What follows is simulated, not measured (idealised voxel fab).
Documented hereafter: the process module known as voxel capacitor over wiring.
Cross-section cut spans 290 nm and uses square cells 5 nm in size.
When this document writes out a cross-section, it uses a grid of square cells and lists it as bands, beginning at the top and moving down, with a band standing for one or more rows of cells.
Read a band's entry like this: the first values are the height of its top and the height of its bottom in nm, and what follows is the sequence of materials from left to right, each with its width in nm. Note that "empty" is empty space, and that a single material marked "everywhere" reaches across the band from edge to edge.
Heights are measured from 0, the level below which the as-received wafer is all one material; the lowest band has no bottom and continues downward, written as in "from 0 down".
A width such as "30->40" changes by the same amount from each row of cells to the next, from the band's top row to its bottom row.
Key: "nothing different" - step with no changed cell in the cross-section.
This entry, "Enclosed void entries", enumerates those empty regions of no fewer than 8 cells that possess no open connection to the top. Each region is reported in the form width x height at distance, the distance being taken from the left edge, with all three quantities expressed in nm.
Past the settings on a step's line: simulator remark, on that step.
The line of a step may include "overlay nm". On a step with a mask, this value is how far to the right of its planned place the mask lay. A negative value means the mask lay to the left.
## The following list gives the planned process steps
- 1: RECEIVE: material Si
- 2: CONFORMAL_DEP: material SiO2, thk nm 10
- 3: DIRECTIONAL_DEP: material TiN, thk nm 5
- 4: DIRECTIONAL_DEP: material Ru, thk nm 25
- 5: PATTERN: tone cover, mask id METAL_1, material resist, width nm 25, pitch nm 95, thk nm 15, overlay nm 0
- 6: DIRECTIONAL_ETCH: etch materials Ru, depth nm 25
- 7: DIRECTIONAL_ETCH: etch materials TiN, depth nm 5
- 8: STRIP: etch materials resist
- 9: CONFORMAL_DEP: material SiCN, thk nm 5
- 10: FILL_DEP: material SiO2, thk nm 10
- 11: CMP: height nm 40
- 12: CONFORMAL_DEP: material SiCN, thk nm 5
- 13: DIRECTIONAL_DEP: material SiO2, thk nm 15
- 14: MASKED_ETCH: tone open, mask id PLUG_1, width nm 15, etch materials SiO2, depth nm 15, overlay nm 0
- 15: MASKED_ETCH: tone open, mask id PLUG_1, width nm 15, etch materials SiCN, depth nm 5, overlay nm 0
- 16: CONFORMAL_DEP: material TiN, thk nm 5
- 17: FILL_DEP: material W, thk nm 5
- 18: CMP: height nm 60
- 19: DIRECTIONAL_DEP: material TiN, thk nm 5
- 20: DIRECTIONAL_DEP: material SiN, thk nm 5
- 21: DIRECTIONAL_DEP: material TiN, thk nm 5
- 22: DIRECTIONAL_DEP: material aC, thk nm 10
- 23: PATTERN: tone cover, mask id UPPER_PLATE, material resist, width nm 75, thk nm 25, overlay nm 0
- 24: DIRECTIONAL_ETCH: etch materials aC, depth nm 10
- 25: STRIP: etch materials resist
- 26: DIRECTIONAL_ETCH: etch materials TiN, depth nm 5
- 27: DIRECTIONAL_ETCH: etch materials SiN, depth nm 5
- 28: STRIP: etch materials aC
- 29: MASKED_ETCH: tone cover, mask id LOWER_PLATE, width nm 85, etch materials TiN, depth nm 5, overlay nm 0
- 30: FILL_DEP: material SiO2, thk nm 15
- 31: CMP: height nm 85
- 32: DIRECTIONAL_DEP: material aC, thk nm 15
- 33: PATTERN: tone open, mask id PLUG_2, material resist, width nm 15, thk nm 30, overlay nm 0
- 34: DIRECTIONAL_ETCH: etch materials aC, depth nm 15
- 35: STRIP: etch materials resist
- 36: DIRECTIONAL_ETCH: etch materials SiO2, depth nm 10
- 37: STRIP: etch materials aC
- 38: CONFORMAL_DEP: material TiN, thk nm 5
- 39: FILL_DEP: material W, thk nm 5
- 40: CMP: height nm 85
- 41: CONFORMAL_DEP: material SiN, thk nm 5
## What follows covers the first of two wafers; it ran as planned
## Wafer cross-section on receipt, i.e. after step 1
    from 0 down: Si everywhere
    Enclosed void entries: none
## So this is the wafer cross-section right after step 2
    from 10 to 0: SiO2 everywhere
    At heights below 0, the structure remains unaltered.
## So this is the wafer cross-section right after step 3
    from 15 to 10: TiN everywhere
    At heights below 10, the structure remains unaltered.
## So this is the wafer cross-section right after step 4
    from 40 to 15: Ru everywhere
    At heights below 15, the structure remains unaltered.
## So this is the wafer cross-section right after step 5
    from 55 to 40: empty: 85; resist: 25; empty: 70; resist: 25; empty: 85
    At heights below 40, the structure remains unaltered.
## So this is the wafer cross-section right after step 6
    from 55 to 40: empty: 85; resist: 25; empty: 70; resist: 25; empty: 85
    from 40 to 15: empty: 85; Ru: 25; empty: 70; Ru: 25; empty: 85
    At heights below 15, the structure remains unaltered.
## So this is the wafer cross-section right after step 7
    from 55 to 40: empty: 85; resist: 25; empty: 70; resist: 25; empty: 85
    from 40 to 15: empty: 85; Ru: 25; empty: 70; Ru: 25; empty: 85
    from 15 to 10: empty: 85; TiN: 25; empty: 70; TiN: 25; empty: 85
    At heights below 10, the structure remains unaltered.
## So this is the wafer cross-section right after step 8
    from 40 to 15: empty: 85; Ru: 25; empty: 70; Ru: 25; empty: 85
    At heights below 15, the structure remains unaltered.
## So this is the wafer cross-section right after step 9
    from 45 to 40: empty: 80; SiCN: 35; empty: 60; SiCN: 35; empty: 80
    from 40 to 15: empty: 80; SiCN: 5; Ru: 25; SiCN: 5; empty: 60; SiCN: 5; Ru: 25; SiCN: 5; empty: 80
    from 15 to 10: SiCN: 85; TiN: 25; SiCN: 70; TiN: 25; SiCN: 85
    At heights below 10, the structure remains unaltered.
## So this is the wafer cross-section right after step 10
    from 55 to 45: SiO2 everywhere
    from 45 to 40: SiO2: 80; SiCN: 35; SiO2: 60; SiCN: 35; SiO2: 80
    from 40 to 15: SiO2: 80; SiCN: 5; Ru: 25; SiCN: 5; SiO2: 60; SiCN: 5; Ru: 25; SiCN: 5; SiO2: 80
    At heights below 15, the structure remains unaltered.
## So this is the wafer cross-section right after step 11
    from 40 to 15: SiO2: 80; SiCN: 5; Ru: 25; SiCN: 5; SiO2: 60; SiCN: 5; Ru: 25; SiCN: 5; SiO2: 80
    At heights below 15, the structure remains unaltered.
## So this is the wafer cross-section right after step 12
    from 45 to 40: SiCN everywhere
    At heights below 40, the structure remains unaltered.
## So this is the wafer cross-section right after step 13
    from 60 to 45: SiO2 everywhere
    At heights below 45, the structure remains unaltered.
## So this is the wafer cross-section right after step 14
    from 60 to 45: SiO2: 95; empty: 15; SiO2: 180
    At heights below 45, the structure remains unaltered.
## So this is the wafer cross-section right after step 15
    from 60 to 45: SiO2: 95; empty: 15; SiO2: 180
    from 45 to 40: SiCN: 95; empty: 15; SiCN: 180
    At heights below 40, the structure remains unaltered.
## So this is the wafer cross-section right after step 16
    from 65 to 60: TiN: 100; empty: 5; TiN: 185
    from 60 to 45: SiO2: 95; TiN: 5; empty: 5; TiN: 5; SiO2: 180
    from 45 to 40: SiCN: 95; TiN: 15; SiCN: 180
    At heights below 40, the structure remains unaltered.
## So this is the wafer cross-section right after step 17
    from 70 to 65: W everywhere
    from 65 to 60: TiN: 100; W: 5; TiN: 185
    from 60 to 45: SiO2: 95; TiN: 5; W: 5; TiN: 5; SiO2: 180
    At heights below 45, the structure remains unaltered.
## So this is the wafer cross-section right after step 18
    from 60 to 45: SiO2: 95; TiN: 5; W: 5; TiN: 5; SiO2: 180
    At heights below 45, the structure remains unaltered.
## So this is the wafer cross-section right after step 19
    from 65 to 60: TiN everywhere
    At heights below 60, the structure remains unaltered.
## So this is the wafer cross-section right after step 20
    from 70 to 65: SiN everywhere
    At heights below 65, the structure remains unaltered.
## So this is the wafer cross-section right after step 21
    from 75 to 70: TiN everywhere
    At heights below 70, the structure remains unaltered.
## So this is the wafer cross-section right after step 22
    from 85 to 75: aC everywhere
    At heights below 75, the structure remains unaltered.
## So this is the wafer cross-section right after step 23
    from 110 to 85: empty: 95; resist: 75; empty: 120
    At heights below 85, the structure remains unaltered.
## So this is the wafer cross-section right after step 24
    from 100 to 85: empty: 95; resist: 75; empty: 120
    from 85 to 75: empty: 95; aC: 75; empty: 120
    At heights below 75, the structure remains unaltered.
## So this is the wafer cross-section right after step 25
    from 85 to 75: empty: 95; aC: 75; empty: 120
    At heights below 75, the structure remains unaltered.
## So this is the wafer cross-section right after step 26
    from 85 to 75: empty: 95; aC: 75; empty: 120
    from 75 to 70: empty: 95; TiN: 75; empty: 120
    At heights below 70, the structure remains unaltered.
## So this is the wafer cross-section right after step 27
    from 85 to 75: empty: 95; aC: 75; empty: 120
    from 75 to 70: empty: 95; TiN: 75; empty: 120
    from 70 to 65: empty: 95; SiN: 75; empty: 120
    At heights below 65, the structure remains unaltered.
## So this is the wafer cross-section right after step 28
    from 75 to 70: empty: 95; TiN: 75; empty: 120
    At heights below 70, the structure remains unaltered.
## So this is the wafer cross-section right after step 29
    from 75 to 70: empty: 95; TiN: 75; empty: 120
    from 70 to 65: empty: 95; SiN: 75; empty: 120
    from 65 to 60: empty: 90; TiN: 85; empty: 115
    At heights below 60, the structure remains unaltered.
## So this is the wafer cross-section right after step 30
    from 90 to 75: SiO2 everywhere
    from 75 to 70: SiO2: 95; TiN: 75; SiO2: 120
    from 70 to 65: SiO2: 95; SiN: 75; SiO2: 120
    from 65 to 60: SiO2: 90; TiN: 85; SiO2: 115
    At heights below 60, the structure remains unaltered.
## So this is the wafer cross-section right after step 31
    from 85 to 75: SiO2 everywhere
    At heights below 75, the structure remains unaltered.
## So this is the wafer cross-section right after step 32
    from 100 to 85: aC everywhere
    At heights below 85, the structure remains unaltered.
## So this is the wafer cross-section right after step 33
    from 130 to 100: resist: 105; empty: 15; resist: 170
    At heights below 100, the structure remains unaltered.
## So this is the wafer cross-section right after step 34
    from 115 to 100: resist: 105; empty: 15; resist: 170
    from 100 to 85: aC: 105; empty: 15; aC: 170
    At heights below 85, the structure remains unaltered.
## So this is the wafer cross-section right after step 35
    from 100 to 85: aC: 105; empty: 15; aC: 170
    At heights below 85, the structure remains unaltered.
## So this is the wafer cross-section right after step 36
    from 100 to 85: aC: 105; empty: 15; aC: 170
    from 85 to 75: SiO2: 105; empty: 15; SiO2: 170
    At heights below 75, the structure remains unaltered.
## So this is the wafer cross-section right after step 37
    from 85 to 75: SiO2: 105; empty: 15; SiO2: 170
    At heights below 75, the structure remains unaltered.
## So this is the wafer cross-section right after step 38
    from 90 to 85: TiN: 110; empty: 5; TiN: 175
    from 85 to 80: SiO2: 105; TiN: 5; empty: 5; TiN: 5; SiO2: 170
    from 80 to 70: SiO2: 105->95; TiN: 15->75; SiO2: 170->120
    At heights below 70, the structure remains unaltered.
## So this is the wafer cross-section right after step 39
    from 95 to 90: W everywhere
    from 90 to 85: TiN: 110; W: 5; TiN: 175
    from 85 to 80: SiO2: 105; TiN: 5; W: 5; TiN: 5; SiO2: 170
    At heights below 80, the structure remains unaltered.
## So this is the wafer cross-section right after step 40
    from 85 to 80: SiO2: 105; TiN: 5; W: 5; TiN: 5; SiO2: 170
    At heights below 80, the structure remains unaltered.
## So this is the wafer cross-section right after step 41
    from 90 to 85: SiN everywhere
    At heights below 85, the structure remains unaltered.
## Wafer two. Same start, same plan, one slip in execution. Same as wafer one through step 2, inclusive
## Cross-section of the second wafer at the time step 3 of the plan should have ended
    from 35 to 10: Ru everywhere
    At heights below 10, the structure remains unaltered.
## Cross-section of the second wafer at the time step 4 of the plan should have ended
    from 40 to 35: TiN everywhere
    At heights below 35, the structure remains unaltered.
## Cross-section of the second wafer at the time step 5 of the plan should have ended
    from 55 to 40: empty: 85; resist: 25; empty: 70; resist: 25; empty: 85
    At heights below 40, the structure remains unaltered.
Cross-section of the second wafer at the time step 6 of the plan should have ended: nothing different
## Cross-section of the second wafer at the time step 7 of the plan should have ended
    from 55 to 40: empty: 85; resist: 25; empty: 70; resist: 25; empty: 85
    from 40 to 35: empty: 85; TiN: 25; empty: 70; TiN: 25; empty: 85
    At heights below 35, the structure remains unaltered.
## Cross-section of the second wafer at the time step 8 of the plan should have ended
    from 40 to 35: empty: 85; TiN: 25; empty: 70; TiN: 25; empty: 85
    At heights below 35, the structure remains unaltered.
## Cross-section of the second wafer at the time step 9 of the plan should have ended
    from 45 to 40: empty: 80; SiCN: 35; empty: 60; SiCN: 35; empty: 80
    from 40 to 35: SiCN: 85; TiN: 25; SiCN: 70; TiN: 25; SiCN: 85
    At heights below 35, the structure remains unaltered.
## Cross-section of the second wafer at the time step 10 of the plan should have ended
    from 55 to 45: SiO2 everywhere
    from 45 to 40: SiO2: 80; SiCN: 35; SiO2: 60; SiCN: 35; SiO2: 80
    At heights below 40, the structure remains unaltered.
## Cross-section of the second wafer at the time step 11 of the plan should have ended
    from 40 to 35: SiCN: 85; TiN: 25; SiCN: 70; TiN: 25; SiCN: 85
    At heights below 35, the structure remains unaltered.
## Cross-section of the second wafer at the time step 12 of the plan should have ended
    from 45 to 40: SiCN everywhere
    At heights below 40, the structure remains unaltered.
## Cross-section of the second wafer at the time step 13 of the plan should have ended
    from 60 to 45: SiO2 everywhere
    At heights below 45, the structure remains unaltered.
## Cross-section of the second wafer at the time step 14 of the plan should have ended
    from 60 to 45: SiO2: 95; empty: 15; SiO2: 180
    At heights below 45, the structure remains unaltered.
## Cross-section of the second wafer at the time step 15 of the plan should have ended
    from 60 to 45: SiO2: 95; empty: 15; SiO2: 180
    from 45 to 40: SiCN: 95; empty: 15; SiCN: 180
    At heights below 40, the structure remains unaltered.
## Cross-section of the second wafer at the time step 16 of the plan should have ended
    from 65 to 60: TiN: 100; empty: 5; TiN: 185
    from 60 to 45: SiO2: 95; TiN: 5; empty: 5; TiN: 5; SiO2: 180
    from 45 to 40: SiCN: 95; TiN: 15; SiCN: 180
    At heights below 40, the structure remains unaltered.
## Cross-section of the second wafer at the time step 17 of the plan should have ended
    from 70 to 65: W everywhere
    from 65 to 60: TiN: 100; W: 5; TiN: 185
    from 60 to 45: SiO2: 95; TiN: 5; W: 5; TiN: 5; SiO2: 180
    At heights below 45, the structure remains unaltered.
## Cross-section of the second wafer at the time step 18 of the plan should have ended
    from 60 to 45: SiO2: 95; TiN: 5; W: 5; TiN: 5; SiO2: 180
    At heights below 45, the structure remains unaltered.
## Cross-section of the second wafer at the time step 19 of the plan should have ended
    from 65 to 60: TiN everywhere
    At heights below 60, the structure remains unaltered.
## Cross-section of the second wafer at the time step 20 of the plan should have ended
    from 70 to 65: SiN everywhere
    At heights below 65, the structure remains unaltered.
## Cross-section of the second wafer at the time step 21 of the plan should have ended
    from 75 to 70: TiN everywhere
    At heights below 70, the structure remains unaltered.
## Cross-section of the second wafer at the time step 22 of the plan should have ended
    from 85 to 75: aC everywhere
    At heights below 75, the structure remains unaltered.
## Cross-section of the second wafer at the time step 23 of the plan should have ended
    from 110 to 85: empty: 95; resist: 75; empty: 120
    At heights below 85, the structure remains unaltered.
## Cross-section of the second wafer at the time step 24 of the plan should have ended
    from 100 to 85: empty: 95; resist: 75; empty: 120
    from 85 to 75: empty: 95; aC: 75; empty: 120
    At heights below 75, the structure remains unaltered.
## Cross-section of the second wafer at the time step 25 of the plan should have ended
    from 85 to 75: empty: 95; aC: 75; empty: 120
    At heights below 75, the structure remains unaltered.
## Cross-section of the second wafer at the time step 26 of the plan should have ended
    from 85 to 75: empty: 95; aC: 75; empty: 120
    from 75 to 70: empty: 95; TiN: 75; empty: 120
    At heights below 70, the structure remains unaltered.
## Cross-section of the second wafer at the time step 27 of the plan should have ended
    from 85 to 75: empty: 95; aC: 75; empty: 120
    from 75 to 70: empty: 95; TiN: 75; empty: 120
    from 70 to 65: empty: 95; SiN: 75; empty: 120
    At heights below 65, the structure remains unaltered.
## Cross-section of the second wafer at the time step 28 of the plan should have ended
    from 75 to 70: empty: 95; TiN: 75; empty: 120
    At heights below 70, the structure remains unaltered.
## Cross-section of the second wafer at the time step 29 of the plan should have ended
    from 75 to 70: empty: 95; TiN: 75; empty: 120
    from 70 to 65: empty: 95; SiN: 75; empty: 120
    from 65 to 60: empty: 90; TiN: 85; empty: 115
    At heights below 60, the structure remains unaltered.
## Cross-section of the second wafer at the time step 30 of the plan should have ended
    from 90 to 75: SiO2 everywhere
    from 75 to 70: SiO2: 95; TiN: 75; SiO2: 120
    from 70 to 65: SiO2: 95; SiN: 75; SiO2: 120
    from 65 to 60: SiO2: 90; TiN: 85; SiO2: 115
    At heights below 60, the structure remains unaltered.
## Cross-section of the second wafer at the time step 31 of the plan should have ended
    from 85 to 75: SiO2 everywhere
    At heights below 75, the structure remains unaltered.
## Cross-section of the second wafer at the time step 32 of the plan should have ended
    from 100 to 85: aC everywhere
    At heights below 85, the structure remains unaltered.
## Cross-section of the second wafer at the time step 33 of the plan should have ended
    from 130 to 100: resist: 105; empty: 15; resist: 170
    At heights below 100, the structure remains unaltered.
## Cross-section of the second wafer at the time step 34 of the plan should have ended
    from 115 to 100: resist: 105; empty: 15; resist: 170
    from 100 to 85: aC: 105; empty: 15; aC: 170
    At heights below 85, the structure remains unaltered.
## Cross-section of the second wafer at the time step 35 of the plan should have ended
    from 100 to 85: aC: 105; empty: 15; aC: 170
    At heights below 85, the structure remains unaltered.
## Cross-section of the second wafer at the time step 36 of the plan should have ended
    from 100 to 85: aC: 105; empty: 15; aC: 170
    from 85 to 75: SiO2: 105; empty: 15; SiO2: 170
    At heights below 75, the structure remains unaltered.
## Cross-section of the second wafer at the time step 37 of the plan should have ended
    from 85 to 75: SiO2: 105; empty: 15; SiO2: 170
    At heights below 75, the structure remains unaltered.
## Cross-section of the second wafer at the time step 38 of the plan should have ended
    from 90 to 85: TiN: 110; empty: 5; TiN: 175
    from 85 to 80: SiO2: 105; TiN: 5; empty: 5; TiN: 5; SiO2: 170
    from 80 to 70: SiO2: 105->95; TiN: 15->75; SiO2: 170->120
    At heights below 70, the structure remains unaltered.
## Cross-section of the second wafer at the time step 39 of the plan should have ended
    from 95 to 90: W everywhere
    from 90 to 85: TiN: 110; W: 5; TiN: 175
    from 85 to 80: SiO2: 105; TiN: 5; W: 5; TiN: 5; SiO2: 170
    At heights below 80, the structure remains unaltered.
## Cross-section of the second wafer at the time step 40 of the plan should have ended
    from 85 to 80: SiO2: 105; TiN: 5; W: 5; TiN: 5; SiO2: 170
    At heights below 80, the structure remains unaltered.
## Cross-section of the second wafer at the time step 41 of the plan should have ended
    from 90 to 85: SiN everywhere
    At heights below 85, the structure remains unaltered.
Want to know what went wrong? plan vs actual: 3 and 4 interchanged
Once processing is complete, comparing cell counts shows that the second wafer has more or fewer of certain materials than the first: Ru: 240 more | SiCN: 20 fewer | SiO2: 220 fewer
